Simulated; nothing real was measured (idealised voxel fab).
The following process module bears the name voxel self aligned contacts.
For reference, the cross-section in this document is cut, with width 235 nm and square cells of 5 nm.
Throughout this document, each cross-section is represented as a grid of square cells and is presented as a sequence of bands enumerated from the top downward, where a band comprises one or more rows of cells.
A band entry consists of two parts. The first gives the height of the band's top and the height of its bottom, in nm. The rest lists the band's materials from left to right, each with its width in nm. A single material labelled with the word "edge to edge" fills the band from edge to edge, and the word "air" marks empty space.
Note: height 0 marks the level under which the wafer is uniformly one material as received. Lowest band unbounded below, written "top 0, no bottom".
Graded width ("30..40"): value in top row of band = first number; value in bottom row = second number; row-to-row change constant.
Where a step carries "no change occurred", the cross-section came out of it unchanged, cell for cell.
Empty spaces counting at least 8 cells and having no open way to the top are listed in "Unvented internal voids". The notation width x height at distance is used for each, the distance being from the left edge and all three values in nm.
It should be noted that, on the line of a given step, the content following the step's settings is a remark produced by the simulator itself with respect to that step.
A step's line can hold "overlay nm"; with a mask on that step, the setting says how far right of the planned place the mask lay, while a negative setting says it lay to the left.

Steps in the process plan
1. RECEIVE: material Si
2. OXIDIZE: depth nm 5
3. DIRECTIONAL_DEP: material polySi, thk nm 25
4. DIRECTIONAL_DEP: material SiN, thk nm 15
5. PATTERN: tone cover, mask id GATE, material resist, width nm 30, pitch nm 65, thk nm 15, overlay nm 0
6. DIRECTIONAL_ETCH: etch materials SiN, depth nm 15
7. DIRECTIONAL_ETCH: etch materials polySi, depth nm 25
8. STRIP: etch materials resist
9. CONFORMAL_DEP: material SiN, thk nm 5
10. DIRECTIONAL_ETCH: etch materials SiN, depth nm 5
11. FILL_DEP: material SiO2, thk nm 15
12. CMP: height nm 45
13. DIRECTIONAL_DEP: material aC, thk nm 15
14. PATTERN: tone open, mask id CONTACT, material resist, width nm 45, pitch nm 65, thk nm 30, overlay nm 0
15. DIRECTIONAL_ETCH: etch materials aC, depth nm 15
16. STRIP: etch materials resist
17. DIRECTIONAL_ETCH: etch materials SiO2, depth nm 50
18. STRIP: etch materials aC
19. CONFORMAL_DEP: material TiN, thk nm 5
20. FILL_DEP: material Ru, thk nm 10
21. CMP: height nm 45
22. CONFORMAL_DEP: material SiCN, thk nm 5

Wafer at receipt (post step 1), cross-section
top 0, no bottom = Si edge to edge
Unvented internal voids: none

Look at the cross-section after the module: the wafer started out the way shown above and the plan was the one shown above, yet one mistake was made along the way
top 50, bottom 45 = SiCN edge to edge
top 45, bottom 40 = 60 of SiO2; 15 of polySi; 15 of Ru; 15 of polySi; 20 of SiO2; 15 of polySi; 15 of Ru; 15 of polySi; 65 of SiO2
top 40, bottom 25 = 30 of SiO2; 40 of SiN; 5 of polySi; 15 of Ru; 5 of polySi; 40 of SiN; 5 of polySi; 15 of Ru; 5 of polySi; 40 of SiN; 35 of SiO2
top 25, bottom 0 = 30 of SiO2; 5 of SiN; 30 of polySi; 5 of SiN; 5 of polySi; 15 of Ru; 5 of polySi; 5 of SiN; 30 of polySi; 5 of SiN; 5 of polySi; 15 of Ru; 5 of polySi; 5 of SiN; 30 of polySi; 5 of SiN; 35 of SiO2
top 0, bottom -5 = 70 of SiO2; 25 of polySi; 40 of SiO2; 25 of polySi; 75 of SiO2
top -5, no bottom = Si edge to edge
Unvented internal voids: none
Finding, execution versus plan: rather than as planned, step 19 actually ran as CONFORMAL_DEP: material polySi, thk nm 5
